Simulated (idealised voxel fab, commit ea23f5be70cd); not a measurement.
process module | voxel transistor to metal
cross-section cut | 160 nm wide | cells 5 nm
A cross-section is a grid of square cells, given in bands from the top down. A band is one or more rows of cells.
Each band's line starts with the height of the band's top and of its bottom, in nm. Then come its materials from left to right, each with its width in nm. One material with "throughout" fills the band from edge to edge. "air" is empty space.
Height 0 is the level under which the wafer as received is all one material. The lowest band goes on downwards, as in "0 down".
A width such as "30 to 40" changes by the same amount from each row of cells to the next, from the band's top row to its bottom row.
"no change" after a step means that no cell of the cross-section changed.
closed voids: empty space of 8 cells or more with no open way to the top, each as width x height at its distance from the left edge, in nm
after a step's settings: what the simulator itself notes on the step
overlay nm, on a step with a mask: how far to the right of its planned place the mask lay; to the left if negative
plan
1 op RECEIVE | material Si
2 op OXIDIZE | depth nm 5
3 op CONFORMAL_DEP | material SiN | thk nm 5
4 op MASKED_ETCH | tone cover | mask id ACTIVE | width nm 100 | etch materials SiN | depth nm 10 | overlay nm 0
5 op MASKED_ETCH | tone cover | mask id ACTIVE | width nm 100 | etch materials SiO2 | depth nm 5 | overlay nm 0
6 op MASKED_ETCH | tone cover | mask id ACTIVE | width nm 100 | etch materials Si | depth nm 25 | overlay nm 0
7 op OXIDIZE | depth nm 5
8 op FILL_DEP | material SiO2 | thk nm 15
9 op CMP | height nm 10
10 op SELECTIVE_ETCH | etch materials SiO2 | depth nm 5
11 op STRIP | etch materials SiN
12 op SELECTIVE_ETCH | etch materials SiO2 | depth nm 5
13 op OXIDIZE | depth nm 5
14 op DIRECTIONAL_DEP | material polySi | thk nm 30
15 op DIRECTIONAL_DEP | material SiCN | thk nm 10
16 op MASKED_ETCH | tone cover | mask id GATE | width nm 20 | etch materials SiCN | depth nm 20 | overlay nm 0
17 op MASKED_ETCH | tone cover | mask id GATE | width nm 20 | etch materials polySi | depth nm 40 | overlay nm 0
18 op CONFORMAL_DEP | material SiN | thk nm 5
19 op DIRECTIONAL_ETCH | etch materials SiN | depth nm 5
20 op DIRECTIONAL_ETCH | etch materials SiO2 | depth nm 5
21 op EPI | material pSi | thk nm 5
22 op FILL_DEP | material SiO2 | thk nm 10
23 op CMP | height nm 35
24 op DIRECTIONAL_DEP | material SiO2 | thk nm 15
25 op MASKED_ETCH | tone open | mask id CONTACT | width nm 15 | pitch nm 75 | etch materials SiO2 | depth nm 55 | overlay nm 0
26 op CONFORMAL_DEP | material TiN | thk nm 5
27 op FILL_DEP | material Ru | thk nm 5
28 op CMP | height nm 50
29 op CONFORMAL_DEP | material SiCN | thk nm 5
30 op DIRECTIONAL_DEP | material SiO2 | thk nm 25
31 op PATTERN | tone open | mask id METAL_1 | material resist | width nm 15 | pitch nm 75 | thk nm 15 | overlay nm 0
32 op DIRECTIONAL_ETCH | etch materials SiO2 | depth nm 25
33 op DIRECTIONAL_ETCH | etch materials SiCN | depth nm 5
34 op STRIP | etch materials resist
35 op CONFORMAL_DEP | material TiN | thk nm 5
36 op FILL_DEP | material Ru | thk nm 5
37 op CMP | height nm 80
38 op EPI | material Ru | thk nm 5
39 op FILL_DEP | material SiCN | thk nm 5
varied across the wafers: thk nm of step 3. The plan shows the first wafer's value. All wafers start alike
first wafer as received, after step 1
  0 down: Si throughout
  closed voids: none
each wafer at the end: cells of each material gained (+) or lost (-) since it was received, then its closed voids
thk nm 5 | +40 Ru | -134 Si | +88 SiCN | +18 SiN | +454 SiO2 | +72 TiN | +14 pSi | +24 polySi | closed voids: none
thk nm 10 | +40 Ru | -134 Si | +88 SiCN | +18 SiN | +454 SiO2 | +72 TiN | +14 pSi | +24 polySi | closed voids: none
thk nm 15 | +40 Ru | -64 Si | +88 SiCN | +16 SiN | +374 SiO2 | +72 TiN | +26 pSi | +24 polySi | closed voids: none
thk nm 20 | +40 Ru | -64 Si | +88 SiCN | +16 SiN | +374 SiO2 | +72 TiN | +26 pSi | +24 polySi | closed voids: none
thk nm 25 | +40 Ru | -64 Si | +88 SiCN | +16 SiN | +374 SiO2 | +72 TiN | +26 pSi | +24 polySi | closed voids: none
